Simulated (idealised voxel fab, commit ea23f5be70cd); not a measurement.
The following process module bears the name voxel ribs on slabs.
Cross-section cut spans 220 nm and uses square cells 5 nm in size.
Each cross-section below is a grid of square cells, stated as bands in top-down order, with one or more rows of cells making up each band. Per band: top height and bottom height in nm, followed by the left-to-right materials and their widths in nm; "full width" marks a single material spanning edge to edge, "air" marks empty space. Where do heights start? At 0: under that level the wafer as delivered is made of one material only. And the lowest band has no floor; it just carries on downward, as in "0..down". With a width like "30->40", each row of cells in the band differs from the next by the same amount, the top row carrying the first number and the bottom row the second. Step marked "no modification"? Then no cell in the cross-section changed in it. In "Sealed void list" the enclosed voids are listed, meaning empty spaces of 8 cells or larger without any opening to the top. The form is width x height at distance, distance from the left edge, units nm. What comes after the settings on a step's line is commentary from the simulator itself on that step. "overlay nm" answers the question of how far to the right of plan the mask lay on a step that has a mask, and when it is negative the answer is to the left.

Intended process steps
| 1 | RECEIVE,material Si |
| 2 | DIRECTIONAL_DEP,material SiO2,thk nm 20 |
| 3 | DIRECTIONAL_DEP,material SiN,thk nm 25 |
| 4 | DIRECTIONAL_DEP,material aC,thk nm 15 |
| 5 | PATTERN,tone cover,mask id RIB,material resist,width nm 15,thk nm 30,overlay nm 0 |
| 6 | DIRECTIONAL_ETCH,etch materials aC,depth nm 15 |
| 7 | STRIP,etch materials resist |
| 8 | DIRECTIONAL_ETCH,etch materials SiN,depth nm 20 |
| 9 | STRIP,etch materials aC |
| 10 | DIRECTIONAL_DEP,material aC,thk nm 10 |
| 11 | PATTERN,tone cover,mask id SLAB,material resist,width nm 45,thk nm 30,overlay nm 0 |
| 12 | DIRECTIONAL_ETCH,etch materials aC,depth nm 10 |
| 13 | STRIP,etch materials resist |
| 14 | DIRECTIONAL_ETCH,etch materials SiN,depth nm 5 |
| 15 | STRIP,etch materials aC |
| 16 | FILL_DEP,material SiO2,thk nm 25 |
| 17 | CMP,height nm 60 |
| 18 | DIRECTIONAL_DEP,material TiN,thk nm 5 |
| 19 | MASKED_ETCH,tone cover,mask id HEATER,width nm 25,etch materials TiN,depth nm 5,overlay nm 0 |
| 20 | CONFORMAL_DEP,material SiO2,thk nm 10 |

First of two wafers: run as planned

Step 1 complete: cross-section of the wafer as received
    0..down  Si full width
    Sealed void list: none

You're looking at a cross-section of the wafer after step 2
    20..0  SiO2 full width
    Heights below 0 show no change.

You're looking at a cross-section of the wafer after step 3
    45..20  SiN full width
    Heights below 20 show no change.

You're looking at a cross-section of the wafer after step 4
    60..45  aC full width
    Heights below 45 show no change.

You're looking at a cross-section of the wafer after step 5
    90..60  100 nm air  15 nm resist  105 nm air
    Heights below 60 show no change.

You're looking at a cross-section of the wafer after step 6
    75..60  100 nm air  15 nm resist  105 nm air
    60..45  100 nm air  15 nm aC  105 nm air
    Heights below 45 show no change.

You're looking at a cross-section of the wafer after step 7
    60..45  100 nm air  15 nm aC  105 nm air
    Heights below 45 show no change.

You're looking at a cross-section of the wafer after step 8
    60..45  100 nm air  15 nm aC  105 nm air
    45..25  100 nm air  15 nm SiN  105 nm air
    Heights below 25 show no change.

You're looking at a cross-section of the wafer after step 9
    45..25  100 nm air  15 nm SiN  105 nm air
    Heights below 25 show no change.

You're looking at a cross-section of the wafer after step 10
    55..45  100 nm air  15 nm aC  105 nm air
    45..35  100 nm air  15 nm SiN  105 nm air
    35..25  100 nm aC  15 nm SiN  105 nm aC
    Heights below 25 show no change.

You're looking at a cross-section of the wafer after step 11
    85..55  85 nm air  45 nm resist  90 nm air
    55..45  85 nm air  15 nm resist  15 nm aC  15 nm resist  90 nm air
    45..35  85 nm air  15 nm resist  15 nm SiN  15 nm resist  90 nm air
    Heights below 35 show no change.

You're looking at a cross-section of the wafer after step 12
    75..55  85 nm air  45 nm resist  90 nm air
    55..45  85 nm air  15 nm resist  15 nm aC  15 nm resist  90 nm air
    45..35  85 nm air  15 nm resist  15 nm SiN  15 nm resist  90 nm air
    35..25  85 nm air  15 nm aC  15 nm SiN  15 nm aC  90 nm air
    Heights below 25 show no change.

You're looking at a cross-section of the wafer after step 13
    55..45  100 nm air  15 nm aC  105 nm air
    45..35  100 nm air  15 nm SiN  105 nm air
    Heights below 35 show no change.

You're looking at a cross-section of the wafer after step 14
    55..45  100 nm air  15 nm aC  105 nm air
    45..35  100 nm air  15 nm SiN  105 nm air
    35..25  85 nm air  15 nm aC  15 nm SiN  15 nm aC  90 nm air
    25..20  85 nm air  45 nm SiN  90 nm air
    Heights below 20 show no change.

You're looking at a cross-section of the wafer after step 15
    45..25  100 nm air  15 nm SiN  105 nm air
    Heights below 25 show no change.

You're looking at a cross-section of the wafer after step 16
    70..45  SiO2 full width
    45..25  100 nm SiO2  15 nm SiN  105 nm SiO2
    25..20  85 nm SiO2  45 nm SiN  90 nm SiO2
    Heights below 20 show no change.

You're looking at a cross-section of the wafer after step 17
    60..45  SiO2 full width
    Heights below 45 show no change.

You're looking at a cross-section of the wafer after step 18
    65..60  TiN full width
    Heights below 60 show no change.

You're looking at a cross-section of the wafer after step 19
    65..60  95 nm air  25 nm TiN  100 nm air
    Heights below 60 show no change.

You're looking at a cross-section of the wafer after step 20
    75..70  85 nm air  45 nm SiO2  90 nm air
    70..65  SiO2 full width
    65..60  95 nm SiO2  25 nm TiN  100 nm SiO2
    Heights below 60 show no change.

The second wafer began exactly as the first did and followed the same plan, but one mistake was made while running it; through step 4 inclusive, the two wafers are identical

Second wafer profile in section, at the moment step 5 of the plan was meant to be complete
    90..60  110 nm air  15 nm resist  95 nm air
    Heights below 60 show no change.

Second wafer profile in section, at the moment step 6 of the plan was meant to be complete
    75..60  110 nm air  15 nm resist  95 nm air
    60..45  110 nm air  15 nm aC  95 nm air
    Heights below 45 show no change.

Second wafer profile in section, at the moment step 7 of the plan was meant to be complete
    60..45  110 nm air  15 nm aC  95 nm air
    Heights below 45 show no change.

Second wafer profile in section, at the moment step 8 of the plan was meant to be complete
    60..45  110 nm air  15 nm aC  95 nm air
    45..25  110 nm air  15 nm SiN  95 nm air
    Heights below 25 show no change.

Second wafer profile in section, at the moment step 9 of the plan was meant to be complete
    45..25  110 nm air  15 nm SiN  95 nm air
    Heights below 25 show no change.

Second wafer profile in section, at the moment step 10 of the plan was meant to be complete
    55..45  110 nm air  15 nm aC  95 nm air
    45..35  110 nm air  15 nm SiN  95 nm air
    35..25  110 nm aC  15 nm SiN  95 nm aC
    Heights below 25 show no change.

Second wafer profile in section, at the moment step 11 of the plan was meant to be complete
    85..55  85 nm air  45 nm resist  90 nm air
    55..45  85 nm air  25 nm resist  15 nm aC  5 nm resist  90 nm air
    45..35  85 nm air  25 nm resist  15 nm SiN  5 nm resist  90 nm air
    Heights below 35 show no change.

Second wafer profile in section, at the moment step 12 of the plan was meant to be complete
    75..55  85 nm air  45 nm resist  90 nm air
    55..45  85 nm air  25 nm resist  15 nm aC  5 nm resist  90 nm air
    45..35  85 nm air  25 nm resist  15 nm SiN  5 nm resist  90 nm air
    35..25  85 nm air  25 nm aC  15 nm SiN  5 nm aC  90 nm air
    Heights below 25 show no change.

Second wafer profile in section, at the moment step 13 of the plan was meant to be complete
    55..45  110 nm air  15 nm aC  95 nm air
    45..35  110 nm air  15 nm SiN  95 nm air
    Heights below 35 show no change.

Second wafer profile in section, at the moment step 14 of the plan was meant to be complete
    55..45  110 nm air  15 nm aC  95 nm air
    45..35  110 nm air  15 nm SiN  95 nm air
    35..25  85 nm air  25 nm aC  15 nm SiN  5 nm aC  90 nm air
    25..20  85 nm air  45 nm SiN  90 nm air
    Heights below 20 show no change.

Second wafer profile in section, at the moment step 15 of the plan was meant to be complete
    45..25  110 nm air  15 nm SiN  95 nm air
    Heights below 25 show no change.

Second wafer profile in section, at the moment step 16 of the plan was meant to be complete
    70..45  SiO2 full width
    45..25  110 nm SiO2  15 nm SiN  95 nm SiO2
    25..20  85 nm SiO2  45 nm SiN  90 nm SiO2
    Heights below 20 show no change.

Second wafer profile in section, at the moment step 17 of the plan was meant to be complete
    60..45  SiO2 full width
    Heights below 45 show no change.

Second wafer profile in section, at the moment step 18 of the plan was meant to be complete
    65..60  TiN full width
    Heights below 60 show no change.

Second wafer profile in section, at the moment step 19 of the plan was meant to be complete
    65..60  95 nm air  25 nm TiN  100 nm air
    Heights below 60 show no change.

Second wafer profile in section, at the moment step 20 of the plan was meant to be complete
    75..70  85 nm air  45 nm SiO2  90 nm air
    70..65  SiO2 full width
    65..60  95 nm SiO2  25 nm TiN  100 nm SiO2
    Heights below 60 show no change.
Short version of what went wrong: for step 5, the planned setting was not used; the step was instead run as PATTERN,tone cover,mask id RIB,material resist,width nm 15,thk nm 30,overlay nm 10
At the end, each material covers as many cells on the second wafer as it does on the first, though the cells it covers are elsewhere.
